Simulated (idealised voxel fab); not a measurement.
process module | voxel transistor to metal
cross-section cut | 270 nm wide | cells 5 nm
A cross-section is a grid of square cells, given in bands from the top down. A band is one or more rows of cells.
Each band's line starts with the height of the band's top and of its bottom, in nm. Then come its materials from left to right, each with its width in nm. One material with "throughout" fills the band from edge to edge. "air" is empty space.
Height 0 is the level under which the wafer as received is all one material. The lowest band goes on downwards, as in "0 down".
A width such as "30 to 40" changes by the same amount from each row of cells to the next, from the band's top row to its bottom row.
"no change" after a step means that no cell of the cross-section changed.
closed voids: empty space of 8 cells or more with no open way to the top, each as width x height at its distance from the left edge, in nm
after a step's settings: what the simulator itself notes on the step
overlay nm, on a step with a mask: how far to the right of its planned place the mask lay; to the left if negative
plan
1 op RECEIVE | material Si
2 op CONFORMAL_DEP | material SiO2 | thk nm 5
3 op CONFORMAL_DEP | material SiN | thk nm 10
4 op DIRECTIONAL_DEP | material aC | thk nm 15
5 op PATTERN | tone cover | mask id ACTIVE | material resist | width nm 105 | pitch nm 135 | thk nm 30 | overlay nm 0
6 op DIRECTIONAL_ETCH | etch materials aC | depth nm 15
7 op STRIP | etch materials resist
8 op DIRECTIONAL_ETCH | etch materials SiN | depth nm 10
9 op DIRECTIONAL_ETCH | etch materials SiO2 | depth nm 5
10 op DIRECTIONAL_ETCH | etch materials Si | depth nm 30
11 op STRIP | etch materials aC
12 op FILL_DEP | material SiO2 | thk nm 10
13 op CMP | height nm 15
14 op SELECTIVE_ETCH | etch materials SiO2 | depth nm 10
15 op STRIP | etch materials SiN
16 op SELECTIVE_ETCH | etch materials SiO2 | depth nm 5
17 op OXIDIZE | depth nm 5
18 op DIRECTIONAL_DEP | material polySi | thk nm 25
19 op DIRECTIONAL_DEP | material SiCN | thk nm 15
20 op MASKED_ETCH | tone cover | mask id GATE | width nm 15 | pitch nm 135 | etch materials SiCN | depth nm 25 | overlay nm 0
21 op MASKED_ETCH | tone cover | mask id GATE | width nm 15 | pitch nm 135 | etch materials polySi | depth nm 35 | overlay nm 0
22 op CONFORMAL_DEP | material SiN | thk nm 5
23 op DIRECTIONAL_ETCH | etch materials SiN | depth nm 5
24 op DIRECTIONAL_ETCH | etch materials SiO2 | depth nm 5
25 op DIRECTIONAL_ETCH | etch materials Si | depth nm 15
26 op EPI | material pSi | thk nm 20
27 op FILL_DEP | material SiO2 | thk nm 5
28 op CMP | height nm 40
29 op DIRECTIONAL_DEP | material SiO2 | thk nm 15
30 op DIRECTIONAL_DEP | material aC | thk nm 10
31 op PATTERN | tone open | mask id CONTACT | material resist | width nm 35 | thk nm 30 | overlay nm 0
32 op DIRECTIONAL_ETCH | etch materials aC | depth nm 10
33 op STRIP | etch materials resist
34 op DIRECTIONAL_ETCH | etch materials SiO2 | depth nm 55
35 op STRIP | etch materials aC
36 op CONFORMAL_DEP | material TiN | thk nm 5
37 op FILL_DEP | material W | thk nm 5
38 op CMP | height nm 55
39 op DIRECTIONAL_DEP | material TiN | thk nm 5
40 op DIRECTIONAL_DEP | material W | thk nm 20
41 op MASKED_ETCH | tone cover | mask id METAL_1 | width nm 20 | etch materials W | depth nm 20 | overlay nm 0
42 op MASKED_ETCH | tone cover | mask id METAL_1 | width nm 20 | etch materials TiN | depth nm 5 | overlay nm 0
43 op CONFORMAL_DEP | material SiN | thk nm 5
44 op FILL_DEP | material SiO2 | thk nm 5
45 op CMP | height nm 80
46 op CONFORMAL_DEP | material SiCN | thk nm 5
47 op DIRECTIONAL_DEP | material lowk | thk nm 35
48 op DIRECTIONAL_DEP | material aC | thk nm 15
49 op PATTERN | tone open | mask id METAL_2_HOLES | material resist | width nm 15 | pitch nm 135 | thk nm 35 | overlay nm 0
50 op DIRECTIONAL_ETCH | etch materials aC | depth nm 15
51 op STRIP | etch materials resist
52 op DIRECTIONAL_ETCH | etch materials lowk | depth nm 35
53 op STRIP | etch materials aC
54 op DIRECTIONAL_DEP | material aC | thk nm 10
55 op PATTERN | tone open | mask id METAL_2 | material resist | width nm 20 | pitch nm 135 | thk nm 30 | overlay nm 0
56 op DIRECTIONAL_ETCH | etch materials aC | depth nm 10
57 op STRIP | etch materials resist
58 op DIRECTIONAL_ETCH | etch materials lowk | depth nm 20
59 op DIRECTIONAL_ETCH | etch materials SiCN | depth nm 5
60 op STRIP | etch materials aC
61 op CONFORMAL_DEP | material TiN | thk nm 5
62 op FILL_DEP | material Cu | thk nm 5
63 op CMP | height nm 120
64 op CONFORMAL_DEP | material SiCN | thk nm 5
as received, after step 1
  0 down: Si throughout
  closed voids: none
first wafer at the end, as planned
  125 to 120: SiCN throughout
  120 to 105: lowk 20 | TiN 5 | Cu 10 | TiN 5 | lowk 115 | TiN 5 | Cu 10 | TiN 5 | lowk 95
  105 to 100: lowk 20 | TiN 5 | Cu 5 | TiN 10 | lowk 115 | TiN 5 | Cu 5 | TiN 10 | lowk 95
  100 to 85: lowk 20 | TiN 5 | Cu 5 | TiN 5 | lowk 120 | TiN 5 | Cu 5 | TiN 5 | lowk 100
  85 to 80: SiCN 20 | TiN 15 | SiCN 120 | TiN 15 | SiCN 100
  80 to 60: SiO2 15 | SiN 5 | W 20 | SiN 5 | SiO2 45 | SiN 5 | W 20 | SiN 5 | SiO2 30 | SiN 5 | W 20 | SiN 5 | SiO2 45 | SiN 5 | W 20 | SiN 5 | SiO2 15
  60 to 55: SiN 20 | TiN 20 | SiN 55 | TiN 20 | SiN 40 | TiN 20 | SiN 55 | TiN 20 | SiN 20
  55 to 40: SiO2 20 | TiN 5 | W 25 | TiN 5 | SiO2 25 | TiN 5 | W 25 | TiN 5 | SiO2 40 | TiN 5 | W 25 | TiN 5 | SiO2 25 | TiN 5 | W 25 | TiN 5 | SiO2 20
  40 to 25: SiO2 20 | TiN 5 | W 25 | TiN 5 | SiN 5 | SiCN 15 | SiN 5 | TiN 5 | W 25 | TiN 5 | SiO2 40 | TiN 5 | W 25 | TiN 5 | SiN 5 | SiCN 15 | SiN 5 | TiN 5 | W 25 | TiN 5 | SiO2 20
  25 to 15: SiO2 20 | TiN 5 | W 25 to 5 | TiN 5 to 25 | SiN 5 | polySi 15 | SiN 5 | TiN 5 to 25 | W 25 to 5 | TiN 5 | SiO2 40 | TiN 5 | W 25 to 5 | TiN 5 to 25 | SiN 5 | polySi 15 | SiN 5 | TiN 5 to 25 | W 25 to 5 | TiN 5 | SiO2 20
  15 to 5: SiO2 20 | TiN 5 | W 5 | TiN 5 | pSi 20 | SiN 5 | polySi 15 | SiN 5 | pSi 20 | TiN 5 | W 5 | TiN 5 | SiO2 40 | TiN 5 | W 5 | TiN 5 | pSi 20 | SiN 5 | polySi 15 | SiN 5 | pSi 20 | TiN 5 | W 5 | TiN 5 | SiO2 20
  5 to 0: SiO2 20 | TiN 15 | pSi 20 | SiN 5 | polySi 15 | SiN 5 | pSi 20 | TiN 15 | SiO2 40 | TiN 15 | pSi 20 | SiN 5 | polySi 15 | SiN 5 | pSi 20 | TiN 15 | SiO2 20
  0 to -5: SiO2 10 | pSi 45 | SiO2 25 | pSi 45 | SiO2 20 | pSi 45 | SiO2 25 | pSi 45 | SiO2 10
  -5 to -20: SiO2 15 | pSi 40 | Si 25 | pSi 40 | SiO2 30 | pSi 40 | Si 25 | pSi 40 | SiO2 15
  -20 to -30: SiO2 15 | Si 105 | SiO2 30 | Si 105 | SiO2 15
  -30 down: Si throughout
  closed voids: none
second wafer at the end: like start, like plan, one mistake
  125 to 120: SiCN throughout
  120 to 85: polySi throughout
  85 to 80: SiCN throughout
  80 to 60: SiO2 15 | SiN 5 | W 20 | SiN 5 | SiO2 45 | SiN 5 | W 20 | SiN 5 | SiO2 30 | SiN 5 | W 20 | SiN 5 | SiO2 45 | SiN 5 | W 20 | SiN 5 | SiO2 15
  60 to 55: SiN 20 | TiN 20 | SiN 55 | TiN 20 | SiN 40 | TiN 20 | SiN 55 | TiN 20 | SiN 20
  55 to 40: SiO2 20 | TiN 5 | W 25 | TiN 5 | SiO2 25 | TiN 5 | W 25 | TiN 5 | SiO2 40 | TiN 5 | W 25 | TiN 5 | SiO2 25 | TiN 5 | W 25 | TiN 5 | SiO2 20
  40 to 25: SiO2 20 | TiN 5 | W 25 | TiN 5 | SiN 5 | SiCN 15 | SiN 5 | TiN 5 | W 25 | TiN 5 | SiO2 40 | TiN 5 | W 25 | TiN 5 | SiN 5 | SiCN 15 | SiN 5 | TiN 5 | W 25 | TiN 5 | SiO2 20
  25 to 15: SiO2 20 | TiN 5 | W 25 to 5 | TiN 5 to 25 | SiN 5 | polySi 15 | SiN 5 | TiN 5 to 25 | W 25 to 5 | TiN 5 | SiO2 40 | TiN 5 | W 25 to 5 | TiN 5 to 25 | SiN 5 | polySi 15 | SiN 5 | TiN 5 to 25 | W 25 to 5 | TiN 5 | SiO2 20
  15 to 5: SiO2 20 | TiN 5 | W 5 | TiN 5 | pSi 20 | SiN 5 | polySi 15 | SiN 5 | pSi 20 | TiN 5 | W 5 | TiN 5 | SiO2 40 | TiN 5 | W 5 | TiN 5 | pSi 20 | SiN 5 | polySi 15 | SiN 5 | pSi 20 | TiN 5 | W 5 | TiN 5 | SiO2 20
  5 to 0: SiO2 20 | TiN 15 | pSi 20 | SiN 5 | polySi 15 | SiN 5 | pSi 20 | TiN 15 | SiO2 40 | TiN 15 | pSi 20 | SiN 5 | polySi 15 | SiN 5 | pSi 20 | TiN 15 | SiO2 20
  0 to -5: SiO2 10 | pSi 45 | SiO2 25 | pSi 45 | SiO2 20 | pSi 45 | SiO2 25 | pSi 45 | SiO2 10
  -5 to -20: SiO2 15 | pSi 40 | Si 25 | pSi 40 | SiO2 30 | pSi 40 | Si 25 | pSi 40 | SiO2 15
  -20 to -30: SiO2 15 | Si 105 | SiO2 30 | Si 105 | SiO2 15
  -30 down: Si throughout
  closed voids: none
what went wrong: step 47 ran as: op DIRECTIONAL_DEP | material polySi | thk nm 35
at the end the second wafer has, in cells: 20 fewer of Cu | 6 more of SiCN | 36 fewer of TiN | 328 fewer of lowk | 378 more of polySi
